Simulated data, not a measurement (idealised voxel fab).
Name of the process module below: voxel capacitor over wiring
Section cut is 165 nm wide and gridded with 5 nm square cells.
Just so we're on the same page, the cross-sections are grids of square cells, and they're listed out in bands top to bottom, each band one or more rows deep.
Each band's line starts with the height of the band's top and of its bottom, in nm. Then come its materials from left to right, each with its width in nm. One material with "edge to edge" fills the band from edge to edge. "blank" is empty space.
The reference from which all heights are counted is 0, the level beneath which the as-received wafer is entirely one material; the lowest band, having no lower bound, proceeds downward and is written after the example "0 and below".
Width "30..40": first value at the band's top row of cells, second value at its bottom row, equal change from row to row.
Step note "identical to before" = no cross-section cell changed.
Under "Encapsulated voids" you'll find the enclosed gaps, the ones with no way out to the top, that are 8 cells or bigger; each reads width x height at distance, with distance counted from the left edge, everything in nm.
Heads up: the bit after the settings on a step's line is the simulator's remark on that step.
On any step carrying a mask, the "overlay nm" setting, if present on the step's line, tells how far right of its planned place the mask lay; negative values point to the left.

Process steps - plan:
1) RECEIVE (material Si)
2) CONFORMAL_DEP (material SiO2; thk nm 10)
3) DIRECTIONAL_DEP (material TiN; thk nm 5)
4) DIRECTIONAL_DEP (material Ru; thk nm 25)
5) DIRECTIONAL_DEP (material aC; thk nm 15)
6) PATTERN (tone cover; mask id METAL_1; material resist; width nm 20; pitch nm 75; thk nm 35; overlay nm 0)
7) DIRECTIONAL_ETCH (etch materials aC; depth nm 15)
8) STRIP (etch materials resist)
9) DIRECTIONAL_ETCH (etch materials Ru; depth nm 25)
10) DIRECTIONAL_ETCH (etch materials TiN; depth nm 5)
11) STRIP (etch materials aC)
12) FILL_DEP (material SiO2; thk nm 10)
13) CMP (height nm 40)
14) CONFORMAL_DEP (material SiCN; thk nm 5)
15) DIRECTIONAL_DEP (material SiO2; thk nm 20)
16) DIRECTIONAL_DEP (material aC; thk nm 15)
17) PATTERN (tone open; mask id PLUG_1; material resist; width nm 15; thk nm 30; overlay nm 0)
18) DIRECTIONAL_ETCH (etch materials aC; depth nm 15)
19) STRIP (etch materials resist)
20) DIRECTIONAL_ETCH (etch materials SiO2; depth nm 20)
21) DIRECTIONAL_ETCH (etch materials SiCN; depth nm 5)
22) STRIP (etch materials aC)
23) EPI (material Ru; thk nm 10)
24) EPI (material Ru; thk nm 10)
25) EPI (material Ru; thk nm 5)
26) DIRECTIONAL_DEP (material TiN; thk nm 5)
27) DIRECTIONAL_DEP (material HfO2; thk nm 5)
28) DIRECTIONAL_DEP (material TiN; thk nm 10)
29) MASKED_ETCH (tone cover; mask id UPPER_PLATE; width nm 60; etch materials TiN; depth nm 10; overlay nm 0)
30) MASKED_ETCH (tone cover; mask id UPPER_PLATE; width nm 60; etch materials HfO2; depth nm 5; overlay nm 0)
31) MASKED_ETCH (tone cover; mask id LOWER_PLATE; width nm 70; etch materials TiN; depth nm 5; overlay nm 0)
32) FILL_DEP (material SiO2; thk nm 20)
33) CMP (height nm 90)
34) MASKED_ETCH (tone open; mask id PLUG_2; width nm 15; etch materials SiO2; depth nm 15; overlay nm 0)
35) CONFORMAL_DEP (material TiN; thk nm 5)
36) FILL_DEP (material Cu; thk nm 10)
37) CMP (height nm 100)
38) CONFORMAL_DEP (material SiN; thk nm 5)
All wafers enter the flow in the same state. The height nm at step 33 differs from wafer to wafer, and the plan gives the value for the first wafer.

First of several wafers, received after step 1, in cross-section:
- 0 and below: Si edge to edge
- Encapsulated voids: none

Here's the first of several wafers in cross-section, end of the module, after the last step, step 38:
- 105 down to 100: SiN edge to edge
- 100 down to 95: Cu edge to edge
- 95 down to 90: 55 TiN; 5 Cu; 105 TiN
- 90 down to 85: 50 SiO2; 15 TiN; 100 SiO2
- 85 down to 75: 40 SiO2; 60 TiN; 65 SiO2
- 75 down to 70: 40 SiO2; 60 HfO2; 65 SiO2
- 70 down to 65: 35 SiO2; 70 TiN; 60 SiO2
- 65 down to 45: 40 SiO2; 15 Ru; 110 SiO2
- 45 down to 40: 40 SiCN; 15 Ru; 110 SiCN
- 40 down to 15: 35 SiO2; 20 Ru; 55 SiO2; 20 Ru; 35 SiO2
- 15 down to 10: 35 SiO2; 20 TiN; 55 SiO2; 20 TiN; 35 SiO2
- 10 down to 0: SiO2 edge to edge
- 0 and below: Si edge to edge
- Encapsulated voids: none

Here's the last wafer cross-sectioned at the end of the module:
- 105 down to 100: SiN edge to edge
- 100 down to 95: 50 SiO2; 5 TiN; 5 Cu; 5 TiN; 100 SiO2
- 95 down to 90: 50 SiO2; 15 TiN; 100 SiO2
- 90 down to 85: SiO2 edge to edge
- 85 down to 75: 40 SiO2; 60 TiN; 65 SiO2
- 75 down to 70: 40 SiO2; 60 HfO2; 65 SiO2
- 70 down to 65: 35 SiO2; 70 TiN; 60 SiO2
- 65 down to 45: 40 SiO2; 15 Ru; 110 SiO2
- 45 down to 40: 40 SiCN; 15 Ru; 110 SiCN
- 40 down to 15: 35 SiO2; 20 Ru; 55 SiO2; 20 Ru; 35 SiO2
- 15 down to 10: 35 SiO2; 20 TiN; 55 SiO2; 20 TiN; 35 SiO2
- 10 down to 0: SiO2 edge to edge
- 0 and below: Si edge to edge
- Encapsulated voids: none

Quick key for the table: a row per wafer, taken at the end of the module. For each material it tells you how many cells the wafer gained (+) or lost (-) since it came in, and the closed voids come after:
height nm 90; +34 Cu; +12 HfO2; +55 Ru; +30 SiCN; +33 SiN; +448 SiO2; +81 TiN; Encapsulated voids: none
height nm 95; +2 Cu; +12 HfO2; +55 Ru; +30 SiCN; +33 SiN; +478 SiO2; +83 TiN; Encapsulated voids: none
height nm 100; +2 Cu; +12 HfO2; +55 Ru; +30 SiCN; +33 SiN; +508 SiO2; +53 TiN; Encapsulated voids: none
height nm 105; +1 Cu; +12 HfO2; +55 Ru; +30 SiCN; +33 SiN; +511 SiO2; +51 TiN; Encapsulated voids: none
